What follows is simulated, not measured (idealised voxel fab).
process module | voxel gate over fins
cross-section cut | 265 nm wide | cells 5 nm
A cross-section is a grid of square cells, given in bands from the top down. A band is one or more rows of cells.
Each band's line starts with the height of the band's top and of its bottom, in nm. Then come its materials from left to right, each with its width in nm. One material with "throughout" fills the band from edge to edge. "air" is empty space.
Height 0 is the level under which the wafer as received is all one material. The lowest band goes on downwards, as in "0 down".
A width such as "30 to 40" changes by the same amount from each row of cells to the next, from the band's top row to its bottom row.
"no change" after a step means that no cell of the cross-section changed.
closed voids: empty space of 8 cells or more with no open way to the top, each as width x height at its distance from the left edge, in nm
after a step's settings: what the simulator itself notes on the step
overlay nm, on a step with a mask: how far to the right of its planned place the mask lay; to the left if negative
plan
1 op RECEIVE | material Si
2 op CONFORMAL_DEP | material SiN | thk nm 5
3 op DIRECTIONAL_DEP | material aC | thk nm 15
4 op PATTERN | tone cover | mask id FINS | material resist | width nm 15 | pitch nm 40 | thk nm 35 | overlay nm 0
5 op DIRECTIONAL_ETCH | etch materials aC | depth nm 15
6 op STRIP | etch materials resist
7 op DIRECTIONAL_ETCH | etch materials SiN | depth nm 5
8 op DIRECTIONAL_ETCH | etch materials Si | depth nm 40
9 op STRIP | etch materials aC
10 op FILL_DEP | material SiO2 | thk nm 10
11 op CMP | height nm 5
12 op SELECTIVE_ETCH | etch materials SiO2 | depth nm 15
13 op STRIP | etch materials SiN
14 op CONFORMAL_DEP | material HfO2 | thk nm 5
15 op CONFORMAL_DEP | material TiN | thk nm 5
16 op FILL_DEP | material W | thk nm 15
17 op CMP | height nm 20
18 op CONFORMAL_DEP | material SiCN | thk nm 5
as received, after step 1
  0 down: Si throughout
  closed voids: none
first wafer at the end, as planned
  25 to 20: SiCN throughout
  20 to 10: W throughout
  10 to 5: W 95 | TiN 35 | W 5 | TiN 35 | W 95
  5 to 0: W 95 | TiN 5 | HfO2 25 | TiN 5 | W 5 | TiN 5 | HfO2 25 | TiN 5 | W 95
  0 to -5: TiN 100 | HfO2 5 | Si 15 | HfO2 5 | TiN 15 | HfO2 5 | Si 15 | HfO2 5 | TiN 100
  -5 to -10: HfO2 105 | Si 15 | HfO2 25 | Si 15 | HfO2 105
  -10 to -40: SiO2 105 | Si 15 | SiO2 25 | Si 15 | SiO2 105
  -40 down: Si throughout
  closed voids: none
second wafer at the end: like start, like plan, one mistake
  25 to 20: SiCN throughout
  20 to 10: W throughout
  10 to 5: W 95 | HfO2 35 | W 5 | HfO2 35 | W 95
  5 to 0: W 95 | HfO2 5 | TiN 25 | HfO2 5 | W 5 | HfO2 5 | TiN 25 | HfO2 5 | W 95
  0 to -5: HfO2 100 | TiN 5 | Si 15 | TiN 5 | HfO2 15 | TiN 5 | Si 15 | TiN 5 | HfO2 100
  -5 to -10: TiN 105 | Si 15 | TiN 25 | Si 15 | TiN 105
  -10 to -40: SiO2 105 | Si 15 | SiO2 25 | Si 15 | SiO2 105
  -40 down: Si throughout
  closed voids: none
what went wrong: steps 14 and 15 were swapped
at the end the second wafer has, in cells: as many of each material as the first, in other places
